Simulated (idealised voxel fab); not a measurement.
Name of the process module below: voxel quadruple lines
FYI the section here is cut, 200 nm wide, cells are 5 nm squares.
How to read a cross-section here: the picture is a grid of square cells, written as bands going from the top down, and any band can span one or more rows of cells. Heads up on the band format: heights come first, top then bottom, in nm. After that it's the materials left to right, each with its width in nm. A single material flagged "throughout" fills the whole band edge to edge, and "blank" means there's empty space there. Beneath 0, the wafer as received is one material, and that level is where height counting begins. The lowest band goes on downward without a bottom; it is written like "from 0 down". Note: "30..40" means the width goes from the first number (top row of the band) to the second number (bottom row) in equal steps per row of cells. Reading "nothing changed" for a step: not a cell of the cross-section changed in it. Each empty space that has no open way to the top and spans at least 8 cells appears under "Fully closed voids" as width x height at distance, the distance counted from the left edge, all in nm. The remark found on a step's line after its settings is issued by the simulator itself and pertains to that step. overlay nm: where the mask lay relative to plan, measured to the right, on steps with a mask; negatives go left.
SET OUT BELOW ARE THE PLANNED STEPS OF THE PROCESS
- 1: RECEIVE: material Si
- 2: CONFORMAL_DEP: material Al2O3, thk nm 5
- 3: DIRECTIONAL_DEP: material Ru, thk nm 10
- 4: DIRECTIONAL_DEP: material polySi, thk nm 20
- 5: DIRECTIONAL_DEP: material aC, thk nm 20
- 6: PATTERN: tone cover, mask id MANDREL, material resist, width nm 20, pitch nm 60, thk nm 30, overlay nm 0
- 7: DIRECTIONAL_ETCH: etch materials aC, depth nm 20
- 8: STRIP: etch materials resist
- 9: CONFORMAL_DEP: material SiO2, thk nm 10
- 10: DIRECTIONAL_ETCH: etch materials SiO2, depth nm 10
- 11: STRIP: etch materials aC
- 12: DIRECTIONAL_ETCH: etch materials polySi, depth nm 20
- 13: STRIP: etch materials SiO2
- 14: CONFORMAL_DEP: material SiN, thk nm 5
- 15: DIRECTIONAL_ETCH: etch materials SiN, depth nm 5
- 16: STRIP: etch materials polySi
- 17: DIRECTIONAL_ETCH: etch materials Ru, depth nm 10
- 18: STRIP: etch materials SiN
- 19: FILL_DEP: material SiO2, thk nm 10
- 20: CMP: height nm 15
SO THIS IS THE INCOMING WAFER IN CROSS-SECTION - IT'S ALREADY BEEN THROUGH STEP 1
- from 0 down | Si throughout
- Fully closed voids: none
CROSS-SECTION TAKEN AT MODULE COMPLETION ON THE FIRST OF TWO WAFERS; PROCESSED PER THE PLAN
- from 15 to 5 | SiO2: 45  Ru: 5  SiO2: 10  Ru: 5  SiO2: 10  Ru: 5  SiO2: 10  Ru: 5  SiO2: 10  Ru: 5  SiO2: 10  Ru: 5  SiO2: 10  Ru: 5  SiO2: 10  Ru: 5  SiO2: 45
- from 5 to 0 | Al2O3 throughout
- from 0 down | Si throughout
- Fully closed voids: none
CROSS-SECTIONAL IMAGE OF THE SECOND WAFER OF THE TWO FOLLOWING COMPLETION OF THE MODULE. STARTING STATE AND PROCESS PLAN WERE THE SAME AS FOR THE FIRST WAFER; ONE EXECUTION ERROR OCCURRED
- from 15 to 10 | SiO2 throughout
- from 10 to 0 | SiO2: 45  Ru: 5  SiO2: 10  Ru: 5  SiO2: 10  Ru: 5  SiO2: 10  Ru: 5  SiO2: 10  Ru: 5  SiO2: 10  Ru: 5  SiO2: 10  Ru: 5  SiO2: 10  Ru: 5  SiO2: 45
- from 0 down | Si throughout
- Fully closed voids: none
Short version of what went wrong: no execution of plan step 2; skipped
Count the cells at the end and the second wafer has more or fewer of some materials than the first: -40 Al2O3, +40 SiO2
